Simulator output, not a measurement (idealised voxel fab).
Presented below is a process module, voxel ribs on slabs.
It is cross-section cut that appears here, measuring 235 nm in width, its square cells being 5 nm in size.
Cross-section spec: square-cell grid; bands listed top down; each band is one or more rows.
Heads up on the band format: heights come first, top then bottom, in nm. After that it's the materials left to right, each with its width in nm. A single material flagged "throughout" fills the whole band edge to edge, and "empty" means there's empty space there.
Counting heights begins at 0, where everything beneath is, in the wafer as received, one material. The lowest band has no bottom; it goes on downwards, as "0 nm and below" shows.
The width entry "30 to 40" should be interpreted row by row: the top row of cells in the band takes the first number, the bottom row takes the second number, and the change between adjacent rows is uniform throughout.
Where the words "no change" appear for a step, the cross-section shows no cell changed by that step; every cell remained as before.
"Sealed void listing" - sealed voids, min. 8 cells, no opening to top; format: width x height at distance (distance from left edge; nm throughout).
Formally, on a step line, whatever follows the settings is a remark that the simulator itself makes on the step.
"overlay nm" answers the question of how far to the right of plan the mask lay on a step that has a mask, and when it is negative the answer is to the left.
### The steps planned for the process are as follows
1,RECEIVE: material Si
2,DIRECTIONAL_DEP: material SiO2, thk nm 30
3,DIRECTIONAL_DEP: material SiN, thk nm 20
4,PATTERN: tone cover, mask id RIB, material resist, width nm 20, thk nm 20, overlay nm 0
5,DIRECTIONAL_ETCH: etch materials SiN, depth nm 10
6,STRIP: etch materials resist
7,PATTERN: tone cover, mask id SLAB, material resist, width nm 50, thk nm 20, overlay nm 0
8,DIRECTIONAL_ETCH: etch materials SiN, depth nm 10
9,STRIP: etch materials resist
10,FILL_DEP: material SiO2, thk nm 15
11,CMP: height nm 60
12,DIRECTIONAL_DEP: material TiN, thk nm 10
13,DIRECTIONAL_DEP: material aC, thk nm 10
14,PATTERN: tone cover, mask id HEATER, material resist, width nm 30, thk nm 30, overlay nm 0
15,DIRECTIONAL_ETCH: etch materials aC, depth nm 10
16,STRIP: etch materials resist
17,DIRECTIONAL_ETCH: etch materials TiN, depth nm 10
18,STRIP: etch materials aC
19,CONFORMAL_DEP: material SiN, thk nm 5
### First of two wafers, with the run carried out as planned
### As-received state of the wafer in cross-section, equivalent to post-step 1
* 0 nm and below | Si throughout
* Sealed void listing: none
### Step 2 done - wafer cross-section
* 30 nm to 0 nm | SiO2 throughout
* Whatever lies below 0 is exactly as it was before.
### Step 3 done - wafer cross-section
* 50 nm to 30 nm | SiN throughout
* Whatever lies below 30 is exactly as it was before.
### Step 4 done - wafer cross-section
* 70 nm to 50 nm | 105 of empty, then 20 of resist, then 110 of empty
* Whatever lies below 50 is exactly as it was before.
### Step 5 done - wafer cross-section
* 70 nm to 50 nm | 105 of empty, then 20 of resist, then 110 of empty
* 50 nm to 40 nm | 105 of empty, then 20 of SiN, then 110 of empty
* Whatever lies below 40 is exactly as it was before.
### Step 6 done - wafer cross-section
* 50 nm to 40 nm | 105 of empty, then 20 of SiN, then 110 of empty
* Whatever lies below 40 is exactly as it was before.
### Step 7 done - wafer cross-section
* 70 nm to 50 nm | 90 of empty, then 50 of resist, then 95 of empty
* 50 nm to 40 nm | 90 of empty, then 15 of resist, then 20 of SiN, then 15 of resist, then 95 of empty
* Whatever lies below 40 is exactly as it was before.
### Step 8 done - wafer cross-section
* 70 nm to 50 nm | 90 of empty, then 50 of resist, then 95 of empty
* 50 nm to 40 nm | 90 of empty, then 15 of resist, then 20 of SiN, then 15 of resist, then 95 of empty
* 40 nm to 30 nm | 90 of empty, then 50 of SiN, then 95 of empty
* Whatever lies below 30 is exactly as it was before.
### Step 9 done - wafer cross-section
* 50 nm to 40 nm | 105 of empty, then 20 of SiN, then 110 of empty
* Whatever lies below 40 is exactly as it was before.
### Step 10 done - wafer cross-section
* 65 nm to 50 nm | SiO2 throughout
* 50 nm to 40 nm | 105 of SiO2, then 20 of SiN, then 110 of SiO2
* 40 nm to 30 nm | 90 of SiO2, then 50 of SiN, then 95 of SiO2
* Whatever lies below 30 is exactly as it was before.
### Step 11 done - wafer cross-section
* 60 nm to 50 nm | SiO2 throughout
* Whatever lies below 50 is exactly as it was before.
### Step 12 done - wafer cross-section
* 70 nm to 60 nm | TiN throughout
* Whatever lies below 60 is exactly as it was before.
### Step 13 done - wafer cross-section
* 80 nm to 70 nm | aC throughout
* Whatever lies below 70 is exactly as it was before.
### Step 14 done - wafer cross-section
* 110 nm to 80 nm | 100 of empty, then 30 of resist, then 105 of empty
* Whatever lies below 80 is exactly as it was before.
### Step 15 done - wafer cross-section
* 100 nm to 80 nm | 100 of empty, then 30 of resist, then 105 of empty
* 80 nm to 70 nm | 100 of empty, then 30 of aC, then 105 of empty
* Whatever lies below 70 is exactly as it was before.
### Step 16 done - wafer cross-section
* 80 nm to 70 nm | 100 of empty, then 30 of aC, then 105 of empty
* Whatever lies below 70 is exactly as it was before.
### Step 17 done - wafer cross-section
* 80 nm to 70 nm | 100 of empty, then 30 of aC, then 105 of empty
* 70 nm to 60 nm | 100 of empty, then 30 of TiN, then 105 of empty
* Whatever lies below 60 is exactly as it was before.
### Step 18 done - wafer cross-section
* 70 nm to 60 nm | 100 of empty, then 30 of TiN, then 105 of empty
* Whatever lies below 60 is exactly as it was before.
### Step 19 done - wafer cross-section
* 75 nm to 70 nm | 95 of empty, then 40 of SiN, then 100 of empty
* 70 nm to 65 nm | 95 of empty, then 5 of SiN, then 30 of TiN, then 5 of SiN, then 100 of empty
* 65 nm to 60 nm | 100 of SiN, then 30 of TiN, then 105 of SiN
* Whatever lies below 60 is exactly as it was before.
### Notes, second wafer: start = first wafer's, plan = first wafer's, execution had one mistake; history identical to first through step 2
### The second wafer cut through, at the time step 3 was supposed to be finished
* 70 nm to 30 nm | SiN throughout
* Whatever lies below 30 is exactly as it was before.
### The second wafer cut through, at the time step 4 was supposed to be finished
* 90 nm to 70 nm | 105 of empty, then 20 of resist, then 110 of empty
* Whatever lies below 70 is exactly as it was before.
### The second wafer cut through, at the time step 5 was supposed to be finished
* 90 nm to 70 nm | 105 of empty, then 20 of resist, then 110 of empty
* 70 nm to 60 nm | 105 of empty, then 20 of SiN, then 110 of empty
* Whatever lies below 60 is exactly as it was before.
### The second wafer cut through, at the time step 6 was supposed to be finished
* 70 nm to 60 nm | 105 of empty, then 20 of SiN, then 110 of empty
* Whatever lies below 60 is exactly as it was before.
### The second wafer cut through, at the time step 7 was supposed to be finished
* 90 nm to 70 nm | 90 of empty, then 50 of resist, then 95 of empty
* 70 nm to 60 nm | 90 of empty, then 15 of resist, then 20 of SiN, then 15 of resist, then 95 of empty
* Whatever lies below 60 is exactly as it was before.
### The second wafer cut through, at the time step 8 was supposed to be finished
* 90 nm to 70 nm | 90 of empty, then 50 of resist, then 95 of empty
* 70 nm to 60 nm | 90 of empty, then 15 of resist, then 20 of SiN, then 15 of resist, then 95 of empty
* 60 nm to 50 nm | 90 of empty, then 50 of SiN, then 95 of empty
* Whatever lies below 50 is exactly as it was before.
### The second wafer cut through, at the time step 9 was supposed to be finished
* 70 nm to 60 nm | 105 of empty, then 20 of SiN, then 110 of empty
* Whatever lies below 60 is exactly as it was before.
### The second wafer cut through, at the time step 10 was supposed to be finished
* 85 nm to 70 nm | SiO2 throughout
* 70 nm to 60 nm | 105 of SiO2, then 20 of SiN, then 110 of SiO2
* 60 nm to 50 nm | 90 of SiO2, then 50 of SiN, then 95 of SiO2
* Whatever lies below 50 is exactly as it was before.
### The second wafer cut through, at the time step 11 was supposed to be finished
* 60 nm to 50 nm | 90 of SiO2, then 50 of SiN, then 95 of SiO2
* Whatever lies below 50 is exactly as it was before.
### The second wafer cut through, at the time step 12 was supposed to be finished
* 70 nm to 60 nm | TiN throughout
* Whatever lies below 60 is exactly as it was before.
### The second wafer cut through, at the time step 13 was supposed to be finished
* 80 nm to 70 nm | aC throughout
* Whatever lies below 70 is exactly as it was before.
### The second wafer cut through, at the time step 14 was supposed to be finished
* 110 nm to 80 nm | 100 of empty, then 30 of resist, then 105 of empty
* Whatever lies below 80 is exactly as it was before.
### The second wafer cut through, at the time step 15 was supposed to be finished
* 100 nm to 80 nm | 100 of empty, then 30 of resist, then 105 of empty
* 80 nm to 70 nm | 100 of empty, then 30 of aC, then 105 of empty
* Whatever lies below 70 is exactly as it was before.
### The second wafer cut through, at the time step 16 was supposed to be finished
* 80 nm to 70 nm | 100 of empty, then 30 of aC, then 105 of empty
* Whatever lies below 70 is exactly as it was before.
### The second wafer cut through, at the time step 17 was supposed to be finished
* 80 nm to 70 nm | 100 of empty, then 30 of aC, then 105 of empty
* 70 nm to 60 nm | 100 of empty, then 30 of TiN, then 105 of empty
* Whatever lies below 60 is exactly as it was before.
### The second wafer cut through, at the time step 18 was supposed to be finished
* 70 nm to 60 nm | 100 of empty, then 30 of TiN, then 105 of empty
* Whatever lies below 60 is exactly as it was before.
### The second wafer cut through, at the time step 19 was supposed to be finished
* 75 nm to 70 nm | 95 of empty, then 40 of SiN, then 100 of empty
* 70 nm to 65 nm | 95 of empty, then 5 of SiN, then 30 of TiN, then 5 of SiN, then 100 of empty
* 65 nm to 60 nm | 100 of SiN, then 30 of TiN, then 105 of SiN
* Whatever lies below 60 is exactly as it was before.
Processing error: plan step 3 was twice executed
The final cell counts differ between the wafers, with the second having more or fewer of some materials than the first: 180 more of SiN; 180 fewer of SiO2
